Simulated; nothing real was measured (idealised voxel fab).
Herein follows the process module entitled voxel self aligned contacts.
Section shown: cut. Width: 215 nm. Cell size: 5 nm, square.
When this document writes out a cross-section, it uses a grid of square cells and lists it as bands, beginning at the top and moving down, with a band standing for one or more rows of cells.
Band entry format. Leading values: height of top, height of bottom, nm. Remainder: materials in left-to-right order, each with its width in nm. Special words: "everywhere" on a single material, which then fills the band edge to edge; "air", empty space.
Height is counted from the level 0, under which the received wafer is composed throughout of one material. The lowest of the bands is not closed at the bottom but continues downward, in the notation "0 -> down".
A two-number width, for instance "30 to 40", indicates that the width is equal to the first number in the top row of the band and to the second number in the bottom row, and that it changes by a constant amount per row of cells.
Take "left unchanged" at face value: in the step it is given for, the cross-section changed in none of its cells.
Voids not open to the top, 8 cells minimum: see "Sealed void inventory". Written width x height at distance; distance is from the left edge; nm.
If you see something after the settings on a step's line, that's the simulator's own remark about that step.
On any step carrying a mask, the "overlay nm" setting, if present on the step's line, tells how far right of its planned place the mask lay; negative values point to the left.

THESE ARE THE STEPS WE PLANNED FOR THE PROCESS
| 1 | RECEIVE with material Si |
| 2 | CONFORMAL_DEP with material SiO2, thk nm 5 |
| 3 | DIRECTIONAL_DEP with material polySi, thk nm 20 |
| 4 | DIRECTIONAL_DEP with material SiN, thk nm 25 |
| 5 | MASKED_ETCH with tone cover, mask id GATE, width nm 25, pitch nm 65, etch materials SiN, depth nm 25, overlay nm 0 |
| 6 | MASKED_ETCH with tone cover, mask id GATE, width nm 25, pitch nm 65, etch materials polySi, depth nm 20, overlay nm 0 |
| 7 | CONFORMAL_DEP with material SiN, thk nm 10 |
| 8 | DIRECTIONAL_ETCH with etch materials SiN, depth nm 10 |
| 9 | FILL_DEP with material SiO2, thk nm 20 |
| 10 | CMP with height nm 60 |
| 11 | DIRECTIONAL_DEP with material aC, thk nm 15 |
| 12 | PATTERN with tone open, mask id CONTACT, material resist, width nm 50, pitch nm 65, thk nm 35, overlay nm 0 |
| 13 | DIRECTIONAL_ETCH with etch materials aC, depth nm 15 |
| 14 | STRIP with etch materials resist |
| 15 | DIRECTIONAL_ETCH with etch materials SiO2, depth nm 60 |
| 16 | STRIP with etch materials aC |
| 17 | CONFORMAL_DEP with material TiN, thk nm 5 |
| 18 | FILL_DEP with material Ru, thk nm 5 |
| 19 | CMP with height nm 60 |
| 20 | CONFORMAL_DEP with material SiCN, thk nm 5 |

CROSS-SECTION OF THE WAFER AS IT CAME TO US, I.E., ALREADY THROUGH STEP 1
	0 -> down  Si everywhere
	Sealed void inventory: none

POST-MODULE CROSS-SECTION: IDENTICAL START AND PLAN TO THOSE ABOVE, ONE MISSTEP IN EXECUTION
	65 -> 60  SiCN everywhere
	60 -> 50  55 SiO2, then 5 to 15 TiN, then 30 to 10 Ru, then 5 to 15 TiN, then 25 SiO2, then 5 to 15 TiN, then 30 to 10 Ru, then 5 to 15 TiN, then 55 SiO2
	50 -> 25  20 SiO2, then 45 SiN, then 5 TiN, then 10 Ru, then 5 TiN, then 45 SiN, then 5 TiN, then 10 Ru, then 5 TiN, then 45 SiN, then 20 SiO2
	25 -> 5  20 SiO2, then 10 SiN, then 25 polySi, then 10 SiN, then 5 TiN, then 10 Ru, then 5 TiN, then 10 SiN, then 25 polySi, then 10 SiN, then 5 TiN, then 10 Ru, then 5 TiN, then 10 SiN, then 25 polySi, then 10 SiN, then 20 SiO2
	5 -> 0  65 SiO2, then 20 TiN, then 45 SiO2, then 20 TiN, then 65 SiO2
	0 -> down  Si everywhere
	Sealed void inventory: none
It is concluded that the wafer was processed incorrectly with respect to the plan, in that it should be noted that step 12 was executed with settings other than those planned, the operation and settings actually applied being PATTERN with tone open, mask id CONTACT, material resist, width nm 40, pitch nm 65, thk nm 35, overlay nm 0
